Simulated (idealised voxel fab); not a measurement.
process module | voxel self aligned vias
cross-section cut | 210 nm wide | cells 5 nm
A cross-section is a grid of square cells, given in bands from the top down. A band is one or more rows of cells.
Each band's line starts with the height of the band's top and of its bottom, in nm. Then come its materials from left to right, each with its width in nm. One material with "throughout" fills the band from edge to edge. "air" is empty space.
Height 0 is the level under which the wafer as received is all one material. The lowest band goes on downwards, as in "0 down".
A width such as "30 to 40" changes by the same amount from each row of cells to the next, from the band's top row to its bottom row.
"no change" after a step means that no cell of the cross-section changed.
closed voids: empty space of 8 cells or more with no open way to the top, each as width x height at its distance from the left edge, in nm
after a step's settings: what the simulator itself notes on the step
overlay nm, on a step with a mask: how far to the right of its planned place the mask lay; to the left if negative
plan
1 op RECEIVE | material Si
2 op CONFORMAL_DEP | material SiO2 | thk nm 10
3 op CONFORMAL_DEP | material SiCN | thk nm 5
4 op DIRECTIONAL_DEP | material SiO2 | thk nm 30
5 op PATTERN | tone open | mask id LINES | material resist | width nm 20 | pitch nm 65 | thk nm 15 | overlay nm 0
6 op DIRECTIONAL_ETCH | etch materials SiO2 | depth nm 30
7 op STRIP | etch materials resist
8 op CONFORMAL_DEP | material TiN | thk nm 5
9 op FILL_DEP | material W | thk nm 5
10 op CMP | height nm 45
11 op SELECTIVE_ETCH | etch materials W Ru TiN | depth nm 5
12 op FILL_DEP | material SiN | thk nm 5
13 op CMP | height nm 45
14 op DIRECTIONAL_DEP | material SiO2 | thk nm 20
15 op DIRECTIONAL_DEP | material aC | thk nm 10
16 op PATTERN | tone open | mask id VIAS | material resist | width nm 40 | pitch nm 130 | thk nm 30 | overlay nm 0
17 op DIRECTIONAL_ETCH | etch materials aC | depth nm 10
18 op STRIP | etch materials resist
19 op DIRECTIONAL_ETCH | etch materials SiO2 | depth nm 20
20 op DIRECTIONAL_ETCH | etch materials SiN | depth nm 5
21 op STRIP | etch materials aC
22 op CONFORMAL_DEP | material TiN | thk nm 5
23 op FILL_DEP | material Cu | thk nm 5
24 op CMP | height nm 65
25 op CONFORMAL_DEP | material SiCN | thk nm 5
as received, after step 1
  0 down: Si throughout
  closed voids: none
first wafer at the end, as planned
  70 to 65: SiCN throughout
  65 to 50: SiO2 20 | TiN 5 | Cu 30 | TiN 5 | SiO2 90 | TiN 5 | Cu 30 | TiN 5 | SiO2 20
  50 to 45: SiO2 20 | TiN 15 | Cu 10 | TiN 15 | SiO2 90 | TiN 15 | Cu 10 | TiN 15 | SiO2 20
  45 to 40: SiO2 30 | TiN 20 | SiO2 45 | SiN 20 | SiO2 45 | TiN 20 | SiO2 30
  40 to 20: SiO2 30 | TiN 5 | W 10 | TiN 5 | SiO2 45 | TiN 5 | W 10 | TiN 5 | SiO2 45 | TiN 5 | W 10 | TiN 5 | SiO2 30
  20 to 15: SiO2 30 | TiN 20 | SiO2 45 | TiN 20 | SiO2 45 | TiN 20 | SiO2 30
  15 to 10: SiCN throughout
  10 to 0: SiO2 throughout
  0 down: Si throughout
  closed voids: none
second wafer at the end: like start, like plan, one mistake
  70 to 65: SiCN throughout
  65 to 50: SiO2 20 | TiN 5 | Cu 30 | TiN 5 | SiO2 90 | TiN 5 | Cu 30 | TiN 5 | SiO2 20
  50 to 45: SiO2 20 | TiN 40 | SiO2 90 | TiN 40 | SiO2 20
  45 to 40: SiN 20 | TiN 10 | SiO2 20 | TiN 10 | SiN 35 | SiO2 20 | SiN 35 | TiN 10 | SiO2 20 | TiN 10 | SiN 20
  40 to 20: W 25 | TiN 5 | SiO2 20 | TiN 5 | W 35 | TiN 5 | SiO2 20 | TiN 5 | W 35 | TiN 5 | SiO2 20 | TiN 5 | W 25
  20 to 15: TiN 30 | SiO2 20 | TiN 45 | SiO2 20 | TiN 45 | SiO2 20 | TiN 30
  15 to 10: SiCN throughout
  10 to 0: SiO2 throughout
  0 down: Si throughout
  closed voids: none
what went wrong: step 5 ran as: op PATTERN | tone cover | mask id LINES | material resist | width nm 20 | pitch nm 65 | thk nm 15 | overlay nm 0
at the end the second wafer has, in cells: 4 fewer of Cu | 18 more of SiN | 108 fewer of SiO2 | 22 more of TiN | 72 more of W
